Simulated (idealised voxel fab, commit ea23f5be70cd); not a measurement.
Herein follows the process module entitled voxel spacer lines.
This is section cut - it's 220 nm across, gridded in 5 nm square cells.
In what follows, cross-sections appear as grids of square cells, described through bands that run from the top down, where every band is one or more rows of cells.
For a band, the entry starts with two heights in nm, that of the top and then that of the bottom, and carries on with the band's materials in order from left to right, each alongside its width in nm; the word "full width" beside a single material means it fills the band edge to edge, and "empty" means empty space.
It should be noted that heights are counted from 0, beneath which the wafer as supplied is of one material throughout, and that the lowest band possesses no lower boundary but continues downward, as written in "0..down".
Graded width ("30..40"): value in top row of band = first number; value in bottom row = second number; row-to-row change constant.
The cross-section has no changed cell in any step marked "remains unaltered".
Heads up: "Enclosed voids" only lists the empty pockets with no open path to the top that are 8 cells or more, and it writes them as width x height at distance, distance from the left edge, in nm.
Anything after a step's settings on that line? It's the simulator's own note about the step.
If you see "overlay nm" on a step's line and that step has a mask, it's telling you how far right of where it was planned the mask ended up; a negative number means it went left instead.
Here's what the planned process steps look like:
1,RECEIVE | material Si
2,CONFORMAL_DEP | material Al2O3 | thk nm 10
3,DIRECTIONAL_DEP | material TiN | thk nm 10
4,DIRECTIONAL_DEP | material aC | thk nm 20
5,PATTERN | tone cover | mask id MANDREL | material resist | width nm 20 | pitch nm 60 | thk nm 30 | overlay nm 0
6,DIRECTIONAL_ETCH | etch materials aC | depth nm 20
7,STRIP | etch materials resist
8,CONFORMAL_DEP | material SiN | thk nm 10
9,DIRECTIONAL_ETCH | etch materials SiN | depth nm 10
10,STRIP | etch materials aC
11,DIRECTIONAL_ETCH | etch materials TiN | depth nm 10
12,STRIP | etch materials SiN
Shown in cross-section is the wafer as received, that is, as it stands after step 1:
  0..down  Si full width
  Enclosed voids: none
The first of two wafers, cross-sectioned at the end of the module, with the run proceeding as planned:
  20..10  30 empty | 10 TiN | 20 empty | 10 TiN | 20 empty | 10 TiN | 20 empty | 10 TiN | 20 empty | 10 TiN | 20 empty | 10 TiN | 30 empty
  10..0  Al2O3 full width
  0..down  Si full width
  Enclosed voids: none
Wafer two, sectioned after the module: the first wafer's start, the first wafer's plan, and one mistake in how it was run:
  10..0  30 empty | 10 TiN | 20 empty | 10 TiN | 20 empty | 10 TiN | 20 empty | 10 TiN | 20 empty | 10 TiN | 20 empty | 10 TiN | 30 empty
  0..down  Si full width
  Enclosed voids: none
Error vs. plan: step 2 of the plan was excluded from execution and never run
Final comparison by cell count, materials where the second wafer has more or fewer than the first: 88 fewer of Al2O3
